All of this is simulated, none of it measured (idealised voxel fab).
process module | voxel ribs on slabs
Cross-sectional view cut (width: 195 nm; square cell size: 5 nm).
Cross-section, as written here: a square-cell grid given band by band from the top down, where a band holds one or more rows of cells.
The entry gives the band's vertical extent as a top height and a bottom height in nm, then its horizontal make-up as materials from left to right, each with a width in nm. "air" stands for empty space; a single material marked "all across" fills the band edge to edge.
All heights in this document are referenced to 0, defined as the level beneath which the wafer, as received, consists entirely of one material. The lowest band is not bounded below; it extends indefinitely downward and is written in the form "0 and below".
The width entry "30 to 40" should be interpreted row by row: the top row of cells in the band takes the first number, the bottom row takes the second number, and the change between adjacent rows is uniform throughout.
When a step is marked "remains unaltered", none of the cells in the cross-section changed during that step.
Closed empty spaces (no open way to the top) of 8 cells or more are what "Cavities, sealed" lists, each as width x height at distance from the left edge, nm for all three.
Anything after a step's settings on that line? It's the simulator's own note about the step.
The optional step-line setting "overlay nm" applies to steps with a mask and quantifies how far to the right of its planned location the mask lay, a negative value indicating leftward placement.

## The steps planned for the process are as follows
step 1: RECEIVE, material Si
step 2: DIRECTIONAL_DEP, material SiO2, thk nm 25
step 3: DIRECTIONAL_DEP, material polySi, thk nm 15
step 4: DIRECTIONAL_DEP, material aC, thk nm 15
step 5: PATTERN, tone cover, mask id RIB, material resist, width nm 15, thk nm 35, overlay nm 0
step 6: DIRECTIONAL_ETCH, etch materials aC, depth nm 15
step 7: STRIP, etch materials resist
step 8: DIRECTIONAL_ETCH, etch materials polySi, depth nm 10
step 9: STRIP, etch materials aC
step 10: MASKED_ETCH, tone cover, mask id SLAB, width nm 45, etch materials polySi, depth nm 5, overlay nm 0
step 11: FILL_DEP, material SiO2, thk nm 20
step 12: CMP, height nm 50
step 13: DIRECTIONAL_DEP, material W, thk nm 5
step 14: PATTERN, tone cover, mask id HEATER, material resist, width nm 25, thk nm 15, overlay nm 0
step 15: DIRECTIONAL_ETCH, etch materials W, depth nm 5
step 16: STRIP, etch materials resist
step 17: CONFORMAL_DEP, material SiN, thk nm 5

## Received-state cross-section, reflecting completion of step 1
    0 and below: Si all across
    Cavities, sealed: none

## First of two wafers: cross-section at end of module, run per plan
    60 down to 55: air 80, SiN 35, air 80
    55 down to 50: SiN 85, W 25, SiN 85
    50 down to 40: SiO2 all across
    40 down to 30: SiO2 90, polySi 15, SiO2 90
    30 down to 25: SiO2 75, polySi 45, SiO2 75
    25 down to 0: SiO2 all across
    0 and below: Si all across
    Cavities, sealed: none

## Module end: cross-section of wafer two of two. Same start and process plan as the first wafer. One mistake during execution
    60 down to 55: air 80, SiN 35, air 80
    55 down to 50: SiN 85, W 25, SiN 85
    50 down to 40: SiO2 90 to 75, polySi 15 to 45, SiO2 90 to 75
    40 down to 25: polySi all across
    25 down to 0: SiO2 all across
    0 and below: Si all across
    Cavities, sealed: none
Here's what went sideways: plan step 3 ran twice
Counted in cells at the end, the second wafer holds more or fewer of these materials than the first: SiO2 -114; polySi +114
